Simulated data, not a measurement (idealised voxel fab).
This is a process module. Its name is voxel wiring stack.
Section cut is 230 nm wide and gridded with 5 nm square cells.
Heads up, the way a cross-section reads in here is a grid of square cells, handed over as bands from the top down, with every band being one or more rows of cells. Top, bottom (nm), then materials left to right with widths (nm); lone material tagged "everywhere" fills the whole band edge to edge; "empty" = empty space. Height is counted from the level 0, under which the received wafer is composed throughout of one material. The lowest of the bands is not closed at the bottom but continues downward, in the notation "0 nm and below". Graded width ("30..40"): value in top row of band = first number; value in bottom row = second number; row-to-row change constant. No cell of the cross-section changed in a step that is given as "same as before". Listed in "Enclosed empty spaces": every empty space of 8 or more cells without an open way to the top. Form: width x height at distance, the distance being from the left edge, all in nm. That trailing text on a step's line, after the settings, is the simulator's own remark on the step. If you see "overlay nm" on a step's line and that step has a mask, it's telling you how far right of where it was planned the mask ended up; a negative number means it went left instead.
Listed below are the process steps as planned
1) op RECEIVE | material Si
2) op CONFORMAL_DEP | material SiO2 | thk nm 10
3) op CONFORMAL_DEP | material SiCN | thk nm 5
4) op DIRECTIONAL_DEP | material lowk | thk nm 25
5) op DIRECTIONAL_DEP | material aC | thk nm 10
6) op PATTERN | tone open | mask id METAL_1 | material resist | width nm 30 | pitch nm 45 | thk nm 25 | overlay nm 0
7) op DIRECTIONAL_ETCH | etch materials aC | depth nm 10
8) op STRIP | etch materials resist
9) op DIRECTIONAL_ETCH | etch materials lowk | depth nm 25
10) op DIRECTIONAL_ETCH | etch materials SiCN | depth nm 5
11) op STRIP | etch materials aC
12) op CONFORMAL_DEP | material TiN | thk nm 5
13) op FILL_DEP | material Cu | thk nm 5
14) op CMP | height nm 40
15) op CONFORMAL_DEP | material SiCN | thk nm 5
16) op DIRECTIONAL_DEP | material SiO2 | thk nm 30
17) op MASKED_ETCH | tone open | mask id METAL_2 | width nm 30 | pitch nm 45 | etch materials SiO2 | depth nm 20 | overlay nm 0
18) op DIRECTIONAL_DEP | material aC | thk nm 15
19) op PATTERN | tone open | mask id METAL_2_HOLES | material resist | width nm 15 | pitch nm 45 | thk nm 30 | overlay nm 0
20) op DIRECTIONAL_ETCH | etch materials aC | depth nm 15
21) op STRIP | etch materials resist
22) op DIRECTIONAL_ETCH | etch materials SiO2 | depth nm 10
23) op DIRECTIONAL_ETCH | etch materials SiCN | depth nm 5
24) op STRIP | etch materials aC
25) op CONFORMAL_DEP | material TiN | thk nm 5
26) op FILL_DEP | material Cu | thk nm 10
27) op CMP | height nm 75
28) op CONFORMAL_DEP | material SiCN | thk nm 5
29) op DIRECTIONAL_DEP | material lowk | thk nm 30
30) op MASKED_ETCH | tone open | mask id METAL_3 | width nm 30 | pitch nm 45 | etch materials lowk | depth nm 20 | overlay nm 0
31) op DIRECTIONAL_DEP | material aC | thk nm 15
32) op PATTERN | tone open | mask id METAL_3_HOLES | material resist | width nm 15 | pitch nm 45 | thk nm 30 | overlay nm 0
33) op DIRECTIONAL_ETCH | etch materials aC | depth nm 15
34) op STRIP | etch materials resist
35) op DIRECTIONAL_ETCH | etch materials lowk | depth nm 10
36) op DIRECTIONAL_ETCH | etch materials SiCN | depth nm 5
37) op STRIP | etch materials aC
38) op CONFORMAL_DEP | material TiN | thk nm 5
39) op FILL_DEP | material Ru | thk nm 5
40) op CMP | height nm 110
41) op CONFORMAL_DEP | material SiCN | thk nm 5
Delivered wafer in cross-section: state after step 1
    0 nm and below | Si everywhere
    Enclosed empty spaces: none
First of two wafers, end-of-module section, run followed plan
    115 nm to 110 nm | SiCN everywhere
    110 nm to 95 nm | lowk: 30 | TiN: 5 | Ru: 20 | TiN: 5 | lowk: 15 | TiN: 5 | Ru: 20 | TiN: 5 | lowk: 15 | TiN: 5 | Ru: 20 | TiN: 5 | lowk: 15 | TiN: 5 | Ru: 20 | TiN: 5 | lowk: 35
    95 nm to 90 nm | lowk: 30 | TiN: 5 | Ru: 5 | TiN: 20 | lowk: 15 | TiN: 5 | Ru: 5 | TiN: 20 | lowk: 15 | TiN: 5 | Ru: 5 | TiN: 20 | lowk: 15 | TiN: 5 | Ru: 5 | TiN: 20 | lowk: 35
    90 nm to 80 nm | lowk: 30 | TiN: 5 | Ru: 5 | TiN: 5 | lowk: 30 | TiN: 5 | Ru: 5 | TiN: 5 | lowk: 30 | TiN: 5 | Ru: 5 | TiN: 5 | lowk: 30 | TiN: 5 | Ru: 5 | TiN: 5 | lowk: 50
    80 nm to 75 nm | SiCN: 30 | TiN: 15 | SiCN: 30 | TiN: 15 | SiCN: 30 | TiN: 15 | SiCN: 30 | TiN: 15 | SiCN: 50
    75 nm to 60 nm | SiO2: 30 | TiN: 5 | Cu: 20 | TiN: 5 | SiO2: 15 | TiN: 5 | Cu: 20 | TiN: 5 | SiO2: 15 | TiN: 5 | Cu: 20 | TiN: 5 | SiO2: 15 | TiN: 5 | Cu: 20 | TiN: 5 | SiO2: 35
    60 nm to 55 nm | SiO2: 30 | TiN: 5 | Cu: 5 | TiN: 20 | SiO2: 15 | TiN: 5 | Cu: 5 | TiN: 20 | SiO2: 15 | TiN: 5 | Cu: 5 | TiN: 20 | SiO2: 15 | TiN: 5 | Cu: 5 | TiN: 20 | SiO2: 35
    55 nm to 45 nm | SiO2: 30 | TiN: 5 | Cu: 5 | TiN: 5 | SiO2: 30 | TiN: 5 | Cu: 5 | TiN: 5 | SiO2: 30 | TiN: 5 | Cu: 5 | TiN: 5 | SiO2: 30 | TiN: 5 | Cu: 5 | TiN: 5 | SiO2: 50
    45 nm to 40 nm | SiCN: 30 | TiN: 15 | SiCN: 30 | TiN: 15 | SiCN: 30 | TiN: 15 | SiCN: 30 | TiN: 15 | SiCN: 50
    40 nm to 15 nm | lowk: 30 | TiN: 5 | Cu: 20 | TiN: 5 | lowk: 15 | TiN: 5 | Cu: 20 | TiN: 5 | lowk: 15 | TiN: 5 | Cu: 20 | TiN: 5 | lowk: 15 | TiN: 5 | Cu: 20 | TiN: 5 | lowk: 35
    15 nm to 10 nm | SiCN: 30 | TiN: 30 | SiCN: 15 | TiN: 30 | SiCN: 15 | TiN: 30 | SiCN: 15 | TiN: 30 | SiCN: 35
    10 nm to 0 nm | SiO2 everywhere
    0 nm and below | Si everywhere
    Enclosed empty spaces: none
Cross-section, wafer two of two, end of module: same start and plan as wafer one, one error in execution
    115 nm to 110 nm | SiCN everywhere
    110 nm to 95 nm | lowk: 30 | TiN: 5 | Ru: 20 | TiN: 5 | lowk: 15 | TiN: 5 | Ru: 20 | TiN: 5 | lowk: 15 | TiN: 5 | Ru: 20 | TiN: 5 | lowk: 15 | TiN: 5 | Ru: 20 | TiN: 5 | lowk: 35
    95 nm to 90 nm | lowk: 30 | TiN: 5 | Ru: 5 | TiN: 20 | lowk: 15 | TiN: 5 | Ru: 5 | TiN: 20 | lowk: 15 | TiN: 5 | Ru: 5 | TiN: 20 | lowk: 15 | TiN: 5 | Ru: 5 | TiN: 20 | lowk: 35
    90 nm to 80 nm | lowk: 30 | TiN: 5 | Ru: 5 | TiN: 5 | lowk: 30 | TiN: 5 | Ru: 5 | TiN: 5 | lowk: 30 | TiN: 5 | Ru: 5 | TiN: 5 | lowk: 30 | TiN: 5 | Ru: 5 | TiN: 5 | lowk: 50
    80 nm to 75 nm | SiCN: 30 | TiN: 15 | SiCN: 30 | TiN: 15 | SiCN: 30 | TiN: 15 | SiCN: 30 | TiN: 15 | SiCN: 50
    75 nm to 45 nm | SiO2 everywhere
    45 nm to 40 nm | SiCN everywhere
    40 nm to 15 nm | lowk: 30 | TiN: 5 | Cu: 20 | TiN: 5 | lowk: 15 | TiN: 5 | Cu: 20 | TiN: 5 | lowk: 15 | TiN: 5 | Cu: 20 | TiN: 5 | lowk: 15 | TiN: 5 | Cu: 20 | TiN: 5 | lowk: 35
    15 nm to 10 nm | SiCN: 30 | TiN: 30 | SiCN: 15 | TiN: 30 | SiCN: 15 | TiN: 30 | SiCN: 15 | TiN: 30 | SiCN: 35
    10 nm to 0 nm | SiO2 everywhere
    0 nm and below | Si everywhere
    Enclosed empty spaces: none
Where did the run depart from the plan? step 16 of the plan was twice carried out
Cell-count delta at end, second wafer over first, by material: Cu -60 | SiCN +12 | SiO2 +120 | TiN -72
